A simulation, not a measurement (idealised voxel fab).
process module | voxel ribs on slabs
cross-section cut | 265 nm wide | cells 5 nm
A cross-section is a grid of square cells, given in bands from the top down. A band is one or more rows of cells.
Each band's line starts with the height of the band's top and of its bottom, in nm. Then come its materials from left to right, each with its width in nm. One material with "throughout" fills the band from edge to edge. "air" is empty space.
Height 0 is the level under which the wafer as received is all one material. The lowest band goes on downwards, as in "0 down".
A width such as "30 to 40" changes by the same amount from each row of cells to the next, from the band's top row to its bottom row.
"no change" after a step means that no cell of the cross-section changed.
closed voids: empty space of 8 cells or more with no open way to the top, each as width x height at its distance from the left edge, in nm
after a step's settings: what the simulator itself notes on the step
overlay nm, on a step with a mask: how far to the right of its planned place the mask lay; to the left if negative
plan
1 op RECEIVE | material Si
2 op DIRECTIONAL_DEP | material SiO2 | thk nm 30
3 op DIRECTIONAL_DEP | material SiN | thk nm 20
4 op PATTERN | tone cover | mask id RIB | material resist | width nm 30 | thk nm 20 | overlay nm 0
5 op DIRECTIONAL_ETCH | etch materials SiN | depth nm 15
6 op STRIP | etch materials resist
7 op MASKED_ETCH | tone cover | mask id SLAB | width nm 90 | etch materials SiN | depth nm 5 | overlay nm 0
8 op FILL_DEP | material SiO2 | thk nm 25
9 op CMP | height nm 65
10 op DIRECTIONAL_DEP | material TiN | thk nm 10
11 op MASKED_ETCH | tone cover | mask id HEATER | width nm 40 | etch materials TiN | depth nm 10 | overlay nm 0
12 op CONFORMAL_DEP | material SiN | thk nm 5
as received, after step 1
  0 down: Si throughout
  closed voids: none
first wafer at the end, as planned
  80 to 75: air 105 | SiN 50 | air 110
  75 to 70: air 105 | SiN 5 | TiN 40 | SiN 5 | air 110
  70 to 65: SiN 110 | TiN 40 | SiN 115
  65 to 50: SiO2 throughout
  50 to 35: SiO2 115 | SiN 30 | SiO2 120
  35 to 30: SiO2 85 | SiN 90 | SiO2 90
  30 to 0: SiO2 throughout
  0 down: Si throughout
  closed voids: none
second wafer at the end: like start, like plan, one mistake
  80 to 75: air 105 | SiN 50 | air 110
  75 to 70: air 105 | SiN 5 | TiN 40 | SiN 5 | air 110
  70 to 65: SiN 110 | TiN 40 | SiN 115
  65 to 55: SiO2 115 | SiN 30 | SiO2 120
  55 to 50: SiO2 85 | SiN 90 | SiO2 90
  50 to 30: SiN throughout
  30 to 0: SiO2 throughout
  0 down: Si throughout
  closed voids: none
what went wrong: step 3 was run twice
at the end the second wafer has, in cells: 206 more of SiN | 206 fewer of SiO2
